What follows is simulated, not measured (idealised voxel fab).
process module | voxel gate over fins
cross-section cut | 175 nm wide | cells 5 nm
A cross-section is a grid of square cells, given in bands from the top down. A band is one or more rows of cells.
Each band's line starts with the height of the band's top and of its bottom, in nm. Then come its materials from left to right, each with its width in nm. One material with "throughout" fills the band from edge to edge. "air" is empty space.
Height 0 is the level under which the wafer as received is all one material. The lowest band goes on downwards, as in "0 down".
A width such as "30 to 40" changes by the same amount from each row of cells to the next, from the band's top row to its bottom row.
"no change" after a step means that no cell of the cross-section changed.
closed voids: empty space of 8 cells or more with no open way to the top, each as width x height at its distance from the left edge, in nm
after a step's settings: what the simulator itself notes on the step
overlay nm, on a step with a mask: how far to the right of its planned place the mask lay; to the left if negative
plan
1 op RECEIVE | material Si
2 op CONFORMAL_DEP | material SiN | thk nm 10
3 op PATTERN | tone cover | mask id FINS | material resist | width nm 15 | pitch nm 35 | thk nm 15 | overlay nm 0
4 op DIRECTIONAL_ETCH | etch materials SiN | depth nm 10
5 op DIRECTIONAL_ETCH | etch materials Si | depth nm 20
6 op STRIP | etch materials resist
7 op OXIDIZE | depth nm 5
8 op FILL_DEP | material SiO2 | thk nm 10
9 op CMP | height nm 10
10 op SELECTIVE_ETCH | etch materials SiO2 | depth nm 20
11 op STRIP | etch materials SiN
12 op CONFORMAL_DEP | material HfO2 | thk nm 5
13 op CONFORMAL_DEP | material TiN | thk nm 5
14 op CONFORMAL_DEP | material TiAl | thk nm 5
15 op CONFORMAL_DEP | material TiN | thk nm 5
16 op FILL_DEP | material W | thk nm 15
17 op CMP | height nm 30
18 op CONFORMAL_DEP | material SiN | thk nm 5
varied across the wafers: depth nm of step 5. The plan shows the first wafer's value. All wafers start alike
first wafer as received, after step 1
  0 down: Si throughout
  closed voids: none
each wafer at the end: cells of each material gained (+) or lost (-) since it was received, then its closed voids
depth nm 20 | +51 HfO2 | -155 Si | +35 SiN | +93 SiO2 | +51 TiAl | +90 TiN | +80 W | closed voids: none
depth nm 25 | +51 HfO2 | -186 Si | +35 SiN | +124 SiO2 | +51 TiAl | +90 TiN | +80 W | closed voids: none
depth nm 30 | +51 HfO2 | -217 Si | +35 SiN | +155 SiO2 | +51 TiAl | +90 TiN | +80 W | closed voids: none
depth nm 35 | +51 HfO2 | -248 Si | +35 SiN | +186 SiO2 | +51 TiAl | +90 TiN | +80 W | closed voids: none
depth nm 40 | +51 HfO2 | -279 Si | +35 SiN | +217 SiO2 | +51 TiAl | +90 TiN | +80 W | closed voids: none
depth nm 45 | +51 HfO2 | -310 Si | +35 SiN | +248 SiO2 | +51 TiAl | +90 TiN | +80 W | closed voids: none
